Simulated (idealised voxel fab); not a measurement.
This is a process module. Its name is voxel self aligned contacts.
Cross-section cut spans 235 nm and uses square cells 5 nm in size.
Cross-sections here: square-cell grids, written as top-down lists of bands, a band being one or more rows of cells.
What a band's entry tells you: where the top is and where the bottom is, as heights in nm, and after that what lies inside, material by material from left to right, each with its width in nm. Empty space is written as the word "blank", and a single material marked with the word "throughout" occupies the band from edge to edge.
Height reference: 0 = level under which incoming wafer is all one material. Lowest band: no bottom, runs on downward, e.g. "from 0 down".
A width given as "30 to 40" starts at the first number in the band's top row and ends at the second number in its bottom row, shifting by an equal amount at every step from row to row.
You'll sometimes find "stayed the same" written for a step, and that's the way of saying that nowhere in the cross-section did a cell change during that step.
Reported under the label "Unvented voids" are the empty spaces having no open way to the top and comprising 8 cells or more; the notation for each is width x height at distance, in which the distance is measured from the left edge and all three values are in nm.
Note: text after step settings on the step line = simulator remark on that step.
The optional step-line setting "overlay nm" applies to steps with a mask and quantifies how far to the right of its planned location the mask lay, a negative value indicating leftward placement.

-- Listed below are the process steps as planned
step 1: RECEIVE [material Si]
step 2: OXIDIZE [depth nm 5]
step 3: DIRECTIONAL_DEP [material polySi] [thk nm 25]
step 4: DIRECTIONAL_DEP [material SiN] [thk nm 15]
step 5: PATTERN [tone cover] [mask id GATE] [material resist] [width nm 30] [pitch nm 65] [thk nm 15] [overlay nm 0]
step 6: DIRECTIONAL_ETCH [etch materials SiN] [depth nm 15]
step 7: DIRECTIONAL_ETCH [etch materials polySi] [depth nm 25]
step 8: STRIP [etch materials resist]
step 9: CONFORMAL_DEP [material SiN] [thk nm 5]
step 10: DIRECTIONAL_ETCH [etch materials SiN] [depth nm 5]
step 11: FILL_DEP [material SiO2] [thk nm 15]
step 12: CMP [height nm 45]
step 13: DIRECTIONAL_DEP [material aC] [thk nm 15]
step 14: PATTERN [tone open] [mask id CONTACT] [material resist] [width nm 35] [pitch nm 65] [thk nm 30] [overlay nm 0]
step 15: DIRECTIONAL_ETCH [etch materials aC] [depth nm 15]
step 16: STRIP [etch materials resist]
step 17: DIRECTIONAL_ETCH [etch materials SiO2] [depth nm 50]
step 18: STRIP [etch materials aC]
step 19: CONFORMAL_DEP [material TiN] [thk nm 5]
step 20: FILL_DEP [material Ru] [thk nm 10]
step 21: CMP [height nm 45]
step 22: CONFORMAL_DEP [material SiCN] [thk nm 5]
Where the wafers of this document differ is in the width nm of step 14; they start out the same, and the plan states the value that applied to the first wafer.

-- first wafer as received, after step 1
* from 0 down  Si throughout
* Unvented voids: none

-- Here is how to read the rows: every wafer has a row, and it shows the wafer at the end of the module, giving for each material how many cells were gained (+) or lost (-) since the wafer was received, then listing its closed voids
width nm 35; +54 Ru; -47 Si; +47 SiCN; +102 SiN; +174 SiO2; +50 TiN; +90 polySi; Unvented voids: none
width nm 40; +54 Ru; -47 Si; +47 SiCN; +102 SiN; +172 SiO2; +52 TiN; +90 polySi; Unvented voids: none
width nm 45; +54 Ru; -47 Si; +47 SiCN; +102 SiN; +170 SiO2; +54 TiN; +90 polySi; Unvented voids: none
width nm 50; +54 Ru; -47 Si; +47 SiCN; +102 SiN; +168 SiO2; +56 TiN; +90 polySi; Unvented voids: none
